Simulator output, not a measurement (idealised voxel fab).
Process module in this document: voxel gate over fins
Shown is cross-section cut, with a width of 230 nm and square cells of size 5 nm.
Cross-sections here: square-cell grids, written as top-down lists of bands, a band being one or more rows of cells.
In this notation a band is specified by the heights of its top and bottom, in that order and in nm, after which its materials appear from left to right, each paired with its width in nm. The word "all across" attached to a single material means that material fills the band from edge to edge; the word "air" stands for empty space.
Where do heights start? At 0: under that level the wafer as delivered is made of one material only. And the lowest band has no floor; it just carries on downward, as in "0 -> down".
Graded width ("30 to 40"): value in top row of band = first number; value in bottom row = second number; row-to-row change constant.
Key: "no alteration" - step with no changed cell in the cross-section.
"Trapped cavities": sealed empty spaces, 8 cells or more, no open way to top, listed width x height at distance, with distance from the left edge and width, height and distance in nm.
Whatever follows a step's settings on its line is a remark the simulator itself makes about that step.
You can add "overlay nm" to a step's line. For a step with a mask, it describes how far the mask lay to the right of its planned position, and a negative number describes a lay to the left.
Intended process steps
1: RECEIVE (material Si)
2: CONFORMAL_DEP (material SiN; thk nm 10)
3: PATTERN (tone cover; mask id FINS; material resist; width nm 15; pitch nm 40; thk nm 15; overlay nm 0)
4: DIRECTIONAL_ETCH (etch materials SiN; depth nm 10)
5: DIRECTIONAL_ETCH (etch materials Si; depth nm 35)
6: STRIP (etch materials resist)
7: FILL_DEP (material SiO2; thk nm 5)
8: CMP (height nm 10)
9: SELECTIVE_ETCH (etch materials SiO2; depth nm 20)
10: STRIP (etch materials SiN)
11: CONFORMAL_DEP (material HfO2; thk nm 5)
12: CONFORMAL_DEP (material TiN; thk nm 5)
13: CONFORMAL_DEP (material TiAl; thk nm 5)
14: CONFORMAL_DEP (material TiN; thk nm 5)
15: FILL_DEP (material W; thk nm 15)
16: CMP (height nm 30)
17: CONFORMAL_DEP (material SiCN; thk nm 5)
First wafer out of two, processed as planned
Cross-section: wafer on arrival = after step 1
	0 -> down  Si all across
	Trapped cavities: none
The wafer, seen in cross-section, after step 2
	10 -> 0  SiN all across
	Below 0, no change.
The wafer, seen in cross-section, after step 3
	25 -> 10  65 air | 15 resist | 25 air | 15 resist | 25 air | 15 resist | 70 air
	Below 10, no change.
The wafer, seen in cross-section, after step 4
	25 -> 10  65 air | 15 resist | 25 air | 15 resist | 25 air | 15 resist | 70 air
	10 -> 0  65 air | 15 SiN | 25 air | 15 SiN | 25 air | 15 SiN | 70 air
	Below 0, no change.
The wafer, seen in cross-section, after step 5
	25 -> 10  65 air | 15 resist | 25 air | 15 resist | 25 air | 15 resist | 70 air
	10 -> 0  65 air | 15 SiN | 25 air | 15 SiN | 25 air | 15 SiN | 70 air
	0 -> -35  65 air | 15 Si | 25 air | 15 Si | 25 air | 15 Si | 70 air
	Below -35, no change.
The wafer, seen in cross-section, after step 6
	10 -> 0  65 air | 15 SiN | 25 air | 15 SiN | 25 air | 15 SiN | 70 air
	Below 0, no change.
The wafer, seen in cross-section, after step 7
	15 -> 10  SiO2 all across
	10 -> 0  65 SiO2 | 15 SiN | 25 SiO2 | 15 SiN | 25 SiO2 | 15 SiN | 70 SiO2
	0 -> -35  65 SiO2 | 15 Si | 25 SiO2 | 15 Si | 25 SiO2 | 15 Si | 70 SiO2
	Below -35, no change.
The wafer, seen in cross-section, after step 8
	10 -> 0  65 SiO2 | 15 SiN | 25 SiO2 | 15 SiN | 25 SiO2 | 15 SiN | 70 SiO2
	Below 0, no change.
The wafer, seen in cross-section, after step 9
	10 -> 0  65 air | 15 SiN | 25 air | 15 SiN | 25 air | 15 SiN | 70 air
	0 -> -10  65 air | 15 Si | 25 air | 15 Si | 25 air | 15 Si | 70 air
	Below -10, no change.
The wafer, seen in cross-section, after step 10
	0 -> -10  65 air | 15 Si | 25 air | 15 Si | 25 air | 15 Si | 70 air
	Below -10, no change.
The wafer, seen in cross-section, after step 11
	5 -> 0  60 air | 25 HfO2 | 15 air | 25 HfO2 | 15 air | 25 HfO2 | 65 air
	0 -> -5  60 air | 5 HfO2 | 15 Si | 5 HfO2 | 15 air | 5 HfO2 | 15 Si | 5 HfO2 | 15 air | 5 HfO2 | 15 Si | 5 HfO2 | 65 air
	-5 -> -10  65 HfO2 | 15 Si | 25 HfO2 | 15 Si | 25 HfO2 | 15 Si | 70 HfO2
	Below -10, no change.
The wafer, seen in cross-section, after step 12
	10 -> 5  55 air | 35 TiN | 5 air | 35 TiN | 5 air | 35 TiN | 60 air
	5 -> 0  55 air | 5 TiN | 25 HfO2 | 5 TiN | 5 air | 5 TiN | 25 HfO2 | 5 TiN | 5 air | 5 TiN | 25 HfO2 | 5 TiN | 60 air
	0 -> -5  60 TiN | 5 HfO2 | 15 Si | 5 HfO2 | 15 TiN | 5 HfO2 | 15 Si | 5 HfO2 | 15 TiN | 5 HfO2 | 15 Si | 5 HfO2 | 65 TiN
	Below -5, no change.
The wafer, seen in cross-section, after step 13
	15 -> 10  50 air | 125 TiAl | 55 air
	10 -> 5  50 air | 5 TiAl | 35 TiN | 5 TiAl | 35 TiN | 5 TiAl | 35 TiN | 5 TiAl | 55 air
	5 -> 0  55 TiAl | 5 TiN | 25 HfO2 | 5 TiN | 5 TiAl | 5 TiN | 25 HfO2 | 5 TiN | 5 TiAl | 5 TiN | 25 HfO2 | 5 TiN | 60 TiAl
	Below 0, no change.
The wafer, seen in cross-section, after step 14
	20 -> 15  45 air | 135 TiN | 50 air
	15 -> 10  45 air | 5 TiN | 125 TiAl | 5 TiN | 50 air
	10 -> 5  50 TiN | 5 TiAl | 35 TiN | 5 TiAl | 35 TiN | 5 TiAl | 35 TiN | 5 TiAl | 55 TiN
	Below 5, no change.
The wafer, seen in cross-section, after step 15
	35 -> 20  W all across
	20 -> 15  45 W | 135 TiN | 50 W
	15 -> 10  45 W | 5 TiN | 125 TiAl | 5 TiN | 50 W
	Below 10, no change.
The wafer, seen in cross-section, after step 16
	30 -> 20  W all across
	Below 20, no change.
The wafer, seen in cross-section, after step 17
	35 -> 30  SiCN all across
	Below 30, no change.
Now the other wafer: same start, same recipe, but we messed up one thing when running it. Up to and including step 2 it's the same as the first one
Second wafer profile in section, at the moment step 3 of the plan was meant to be complete
	25 -> 10  70 air | 15 resist | 25 air | 15 resist | 25 air | 15 resist | 65 air
	Below 10, no change.
Second wafer profile in section, at the moment step 4 of the plan was meant to be complete
	25 -> 10  70 air | 15 resist | 25 air | 15 resist | 25 air | 15 resist | 65 air
	10 -> 0  70 air | 15 SiN | 25 air | 15 SiN | 25 air | 15 SiN | 65 air
	Below 0, no change.
Second wafer profile in section, at the moment step 5 of the plan was meant to be complete
	25 -> 10  70 air | 15 resist | 25 air | 15 resist | 25 air | 15 resist | 65 air
	10 -> 0  70 air | 15 SiN | 25 air | 15 SiN | 25 air | 15 SiN | 65 air
	0 -> -35  70 air | 15 Si | 25 air | 15 Si | 25 air | 15 Si | 65 air
	Below -35, no change.
Second wafer profile in section, at the moment step 6 of the plan was meant to be complete
	10 -> 0  70 air | 15 SiN | 25 air | 15 SiN | 25 air | 15 SiN | 65 air
	Below 0, no change.
Second wafer profile in section, at the moment step 7 of the plan was meant to be complete
	15 -> 10  SiO2 all across
	10 -> 0  70 SiO2 | 15 SiN | 25 SiO2 | 15 SiN | 25 SiO2 | 15 SiN | 65 SiO2
	0 -> -35  70 SiO2 | 15 Si | 25 SiO2 | 15 Si | 25 SiO2 | 15 Si | 65 SiO2
	Below -35, no change.
Second wafer profile in section, at the moment step 8 of the plan was meant to be complete
	10 -> 0  70 SiO2 | 15 SiN | 25 SiO2 | 15 SiN | 25 SiO2 | 15 SiN | 65 SiO2
	Below 0, no change.
Second wafer profile in section, at the moment step 9 of the plan was meant to be complete
	10 -> 0  70 air | 15 SiN | 25 air | 15 SiN | 25 air | 15 SiN | 65 air
	0 -> -10  70 air | 15 Si | 25 air | 15 Si | 25 air | 15 Si | 65 air
	Below -10, no change.
Second wafer profile in section, at the moment step 10 of the plan was meant to be complete
	0 -> -10  70 air | 15 Si | 25 air | 15 Si | 25 air | 15 Si | 65 air
	Below -10, no change.
Second wafer profile in section, at the moment step 11 of the plan was meant to be complete
	5 -> 0  65 air | 25 HfO2 | 15 air | 25 HfO2 | 15 air | 25 HfO2 | 60 air
	0 -> -5  65 air | 5 HfO2 | 15 Si | 5 HfO2 | 15 air | 5 HfO2 | 15 Si | 5 HfO2 | 15 air | 5 HfO2 | 15 Si | 5 HfO2 | 60 air
	-5 -> -10  70 HfO2 | 15 Si | 25 HfO2 | 15 Si | 25 HfO2 | 15 Si | 65 HfO2
	Below -10, no change.
Second wafer profile in section, at the moment step 12 of the plan was meant to be complete
	10 -> 5  60 air | 35 TiN | 5 air | 35 TiN | 5 air | 35 TiN | 55 air
	5 -> 0  60 air | 5 TiN | 25 HfO2 | 5 TiN | 5 air | 5 TiN | 25 HfO2 | 5 TiN | 5 air | 5 TiN | 25 HfO2 | 5 TiN | 55 air
	0 -> -5  65 TiN | 5 HfO2 | 15 Si | 5 HfO2 | 15 TiN | 5 HfO2 | 15 Si | 5 HfO2 | 15 TiN | 5 HfO2 | 15 Si | 5 HfO2 | 60 TiN
	Below -5, no change.
Second wafer profile in section, at the moment step 13 of the plan was meant to be complete
	15 -> 10  55 air | 125 TiAl | 50 air
	10 -> 5  55 air | 5 TiAl | 35 TiN | 5 TiAl | 35 TiN | 5 TiAl | 35 TiN | 5 TiAl | 50 air
	5 -> 0  60 TiAl | 5 TiN | 25 HfO2 | 5 TiN | 5 TiAl | 5 TiN | 25 HfO2 | 5 TiN | 5 TiAl | 5 TiN | 25 HfO2 | 5 TiN | 55 TiAl
	Below 0, no change.
Second wafer profile in section, at the moment step 14 of the plan was meant to be complete
	20 -> 15  50 air | 135 TiN | 45 air
	15 -> 10  50 air | 5 TiN | 125 TiAl | 5 TiN | 45 air
	10 -> 5  55 TiN | 5 TiAl | 35 TiN | 5 TiAl | 35 TiN | 5 TiAl | 35 TiN | 5 TiAl | 50 TiN
	Below 5, no change.
Second wafer profile in section, at the moment step 15 of the plan was meant to be complete
	35 -> 20  W all across
	20 -> 15  50 W | 135 TiN | 45 W
	15 -> 10  50 W | 5 TiN | 125 TiAl | 5 TiN | 45 W
	Below 10, no change.
Second wafer profile in section, at the moment step 16 of the plan was meant to be complete
	30 -> 20  W all across
	Below 20, no change.
Second wafer profile in section, at the moment step 17 of the plan was meant to be complete
	35 -> 30  SiCN all across
	Below 30, no change.
Deviation noted in wafer processing: not per plan at step 3, really ran PATTERN (tone cover; mask id FINS; material resist; width nm 15; pitch nm 40; thk nm 15; overlay nm 5)
The concluding comparison shows that, measured in cells, each material is equally abundant on both wafers, albeit at different positions.
